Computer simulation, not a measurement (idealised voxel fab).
Documented hereafter: the process module known as voxel wiring stack.
Displayed cross-section: cut, width of 260 nm, square cells sized 5 nm.
Bands, listed from the top down, are how a cross-section gets written in this document; the cross-section itself is a grid of square cells, and a band is one or more rows of them. Read a band's entry like this: the first values are the height of its top and the height of its bottom in nm, and what follows is the sequence of materials from left to right, each with its width in nm. Note that "empty" is empty space, and that a single material marked "throughout" reaches across the band from edge to edge. For the purposes of this specification, 0 denotes the height below which the wafer in its as-received condition is composed wholly of one material, and the lowermost band, lacking a lower limit, extends downward without end, as expressed in "top 0, no bottom". The notation "30 to 40" denotes a width that varies across the rows of cells in the band, beginning at the first number in the top row, finishing at the second number in the bottom row, and changing by an identical amount from each row to the next. No cell of the cross-section changed in a step that is given as "same as before". Each empty space that has no open way to the top and spans at least 8 cells appears under "Trapped cavities" as width x height at distance, the distance counted from the left edge, all in nm. after a step's settings: what the simulator itself notes on the step. overlay nm: where the mask lay relative to plan, measured to the right, on steps with a mask; negatives go left.
## Set out below are the planned steps of the process
1) RECEIVE: material Si
2) CONFORMAL_DEP: material SiO2, thk nm 10
3) CONFORMAL_DEP: material SiCN, thk nm 5
4) DIRECTIONAL_DEP: material SiO2, thk nm 15
5) PATTERN: tone open, mask id METAL_1, material resist, width nm 30, pitch nm 55, thk nm 20, overlay nm 0
6) DIRECTIONAL_ETCH: etch materials SiO2, depth nm 15
7) DIRECTIONAL_ETCH: etch materials SiCN, depth nm 5
8) STRIP: etch materials resist
9) CONFORMAL_DEP: material TiN, thk nm 5
10) FILL_DEP: material Cu, thk nm 5
11) CMP: height nm 30
12) CONFORMAL_DEP: material SiCN, thk nm 5
13) DIRECTIONAL_DEP: material SiO2, thk nm 20
14) MASKED_ETCH: tone open, mask id PLUG_1, width nm 15, pitch nm 55, etch materials SiO2, depth nm 20, overlay nm 0
15) MASKED_ETCH: tone open, mask id PLUG_1, width nm 15, pitch nm 55, etch materials SiCN, depth nm 5, overlay nm 0
16) EPI: material Ru, thk nm 10
17) EPI: material Ru, thk nm 10
18) EPI: material Ru, thk nm 5
19) CONFORMAL_DEP: material SiCN, thk nm 5
20) DIRECTIONAL_DEP: material lowk, thk nm 20
21) PATTERN: tone open, mask id METAL_2, material resist, width nm 30, pitch nm 55, thk nm 20, overlay nm 0
22) DIRECTIONAL_ETCH: etch materials lowk, depth nm 20
23) DIRECTIONAL_ETCH: etch materials SiCN, depth nm 5
24) STRIP: etch materials resist
25) CONFORMAL_DEP: material TiN, thk nm 5
26) FILL_DEP: material Cu, thk nm 10
27) CMP: height nm 80
28) CONFORMAL_DEP: material SiCN, thk nm 5
29) DIRECTIONAL_DEP: material lowk, thk nm 30
30) MASKED_ETCH: tone open, mask id METAL_3_HOLES, width nm 15, pitch nm 55, etch materials lowk, depth nm 30, overlay nm 0
31) MASKED_ETCH: tone open, mask id METAL_3, width nm 30, pitch nm 55, etch materials lowk, depth nm 20, overlay nm 0
32) MASKED_ETCH: tone open, mask id METAL_3, width nm 30, pitch nm 55, etch materials SiCN, depth nm 5, overlay nm 0
33) CONFORMAL_DEP: material TiN, thk nm 5
34) FILL_DEP: material Cu, thk nm 5
35) CMP: height nm 115
36) CONFORMAL_DEP: material SiCN, thk nm 5
37) DIRECTIONAL_DEP: material lowk, thk nm 10
38) DIRECTIONAL_DEP: material aC, thk nm 10
39) PATTERN: tone open, mask id PLUG_3, material resist, width nm 15, thk nm 25, overlay nm 0
40) DIRECTIONAL_ETCH: etch materials aC, depth nm 10
41) STRIP: etch materials resist
42) DIRECTIONAL_ETCH: etch materials lowk, depth nm 10
43) DIRECTIONAL_ETCH: etch materials SiCN, depth nm 5
44) STRIP: etch materials aC
45) CONFORMAL_DEP: material TiN, thk nm 5
46) FILL_DEP: material W, thk nm 10
47) CMP: height nm 130
48) CONFORMAL_DEP: material SiN, thk nm 5
49) DIRECTIONAL_DEP: material lowk, thk nm 25
50) MASKED_ETCH: tone open, mask id METAL_4, width nm 30, pitch nm 55, etch materials lowk, depth nm 25, overlay nm 0
51) MASKED_ETCH: tone open, mask id METAL_4, width nm 30, pitch nm 55, etch materials SiN, depth nm 5, overlay nm 0
52) CONFORMAL_DEP: material TiN, thk nm 5
53) FILL_DEP: material Cu, thk nm 5
54) CMP: height nm 160
55) EPI: material Ru, thk nm 5
56) FILL_DEP: material SiCN, thk nm 5
## Cross-section of the wafer at receipt, which is the condition after step 1
  top 0, no bottom | Si throughout
  Trapped cavities: none
## Post-module cross-section: identical start and plan to those above, one misstep in execution
  top 170, bottom 165 | SiCN throughout
  top 165, bottom 160 | 80 SiCN | 40 Ru | 15 SiCN | 40 Ru | 85 SiCN
  top 160, bottom 135 | 85 lowk | 5 TiN | 20 Cu | 5 TiN | 25 lowk | 5 TiN | 20 Cu | 5 TiN | 90 lowk
  top 135, bottom 130 | 85 SiN | 30 TiN | 25 SiN | 30 TiN | 90 SiN
  top 130, bottom 120 | 85 lowk | 5 TiN | 5 W | 5 TiN | 160 lowk
  top 120, bottom 115 | 85 SiCN | 15 TiN | 160 SiCN
  top 115, bottom 100 | 85 lowk | 5 TiN | 20 Cu | 5 TiN | 25 lowk | 5 TiN | 20 Cu | 5 TiN | 90 lowk
  top 100, bottom 95 | 85 lowk | 5 TiN | 5 Cu | 20 TiN | 25 lowk | 5 TiN | 5 Cu | 20 TiN | 90 lowk
  top 95, bottom 85 | 85 lowk | 5 TiN | 5 Cu | 5 TiN | 40 lowk | 5 TiN | 5 Cu | 5 TiN | 105 lowk
  top 85, bottom 80 | 85 SiCN | 15 TiN | 40 SiCN | 15 TiN | 105 SiCN
  top 80, bottom 60 | 85 lowk | 5 TiN | 20 Cu | 5 TiN | 25 lowk | 5 TiN | 20 Cu | 5 TiN | 90 lowk
  top 60, bottom 55 | 85 SiCN | 30 TiN | 25 SiCN | 30 TiN | 90 SiCN
  top 55, bottom 35 | 85 SiO2 | 15 Ru | 40 SiO2 | 15 Ru | 105 SiO2
  top 35, bottom 30 | 85 SiCN | 15 Ru | 40 SiCN | 15 Ru | 105 SiCN
  top 30, bottom 25 | 90 TiN | 20 Cu | 35 TiN | 20 Cu | 95 TiN
  top 25, bottom 15 | 85 SiO2 | 5 TiN | 20 Cu | 5 TiN | 25 SiO2 | 5 TiN | 20 Cu | 5 TiN | 90 SiO2
  top 15, bottom 10 | 85 SiO2 | 30 TiN | 25 SiO2 | 30 TiN | 90 SiO2
  top 10, bottom 0 | SiO2 throughout
  top 0, no bottom | Si throughout
  Trapped cavities: none
What broke from the plan during processing? yeah, step 3 of the plan got skipped, never ran
